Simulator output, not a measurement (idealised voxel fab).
This is a process module. Its name is voxel double patterning.
Each square cell in cross-section cut measures 5 nm, and the section as a whole is 240 nm wide.
When this document writes out a cross-section, it uses a grid of square cells and lists it as bands, beginning at the top and moving down, with a band standing for one or more rows of cells.
Each band's line starts with the height of the band's top and of its bottom, in nm. Then come its materials from left to right, each with its width in nm. One material with "throughout" fills the band from edge to edge. "blank" is empty space.
Heights are measured from 0, the level below which the as-received wafer is all one material; the lowest band has no bottom and continues downward, written as in "0 and below".
Width spec "30..40" -> top row of cells at first value, bottom row at second value, equal per-row change in between.
Reading "all unchanged" for a step: not a cell of the cross-section changed in it.
The entry "Closed empty spaces" lists the empty spaces that cover at least 8 cells and have no open path to the top. Each is written as width x height at distance, where the distance is measured from the left edge and all three values are in nm.
after a step's settings: what the simulator itself notes on the step
What "overlay nm" on a step's line means: if the step has a mask, that mask lay this far to the right of its planned place, or, when the value is negative, to the left.

The process steps that were planned are listed below:
1 RECEIVE, material Si
2 CONFORMAL_DEP, material SiO2, thk nm 10
3 DIRECTIONAL_DEP, material W, thk nm 15
4 DIRECTIONAL_DEP, material SiCN, thk nm 5
5 PATTERN, tone open, mask id FIRST, material resist, width nm 15, pitch nm 50, thk nm 15, overlay nm 0
6 DIRECTIONAL_ETCH, etch materials SiCN, depth nm 5
7 STRIP, etch materials resist
8 DIRECTIONAL_DEP, material aC, thk nm 10
9 PATTERN, tone open, mask id SECOND, material resist, width nm 15, thk nm 30, overlay nm 0
10 DIRECTIONAL_ETCH, etch materials aC, depth nm 10
11 STRIP, etch materials resist
12 DIRECTIONAL_ETCH, etch materials SiCN, depth nm 5
13 STRIP, etch materials aC
14 DIRECTIONAL_ETCH, etch materials W, depth nm 15
15 STRIP, etch materials SiCN

This is the cross-section of the wafer as we received it, i.e. after step 1:
0 and below | Si throughout
Closed empty spaces: none

The module was run from the start shown above using the plan shown above, but one mistake was made doing it; the resulting wafer cross-section is below:
30 down to 15 | W 85 nm  blank 15 nm  W 10 nm  blank 15 nm  W 10 nm  blank 15 nm  W 90 nm
15 down to 10 | W throughout
10 down to 0 | SiO2 throughout
0 and below | Si throughout
Closed empty spaces: none
Diagnosis: off-plan run, step 3, actual operation and settings DIRECTIONAL_DEP, material W, thk nm 20
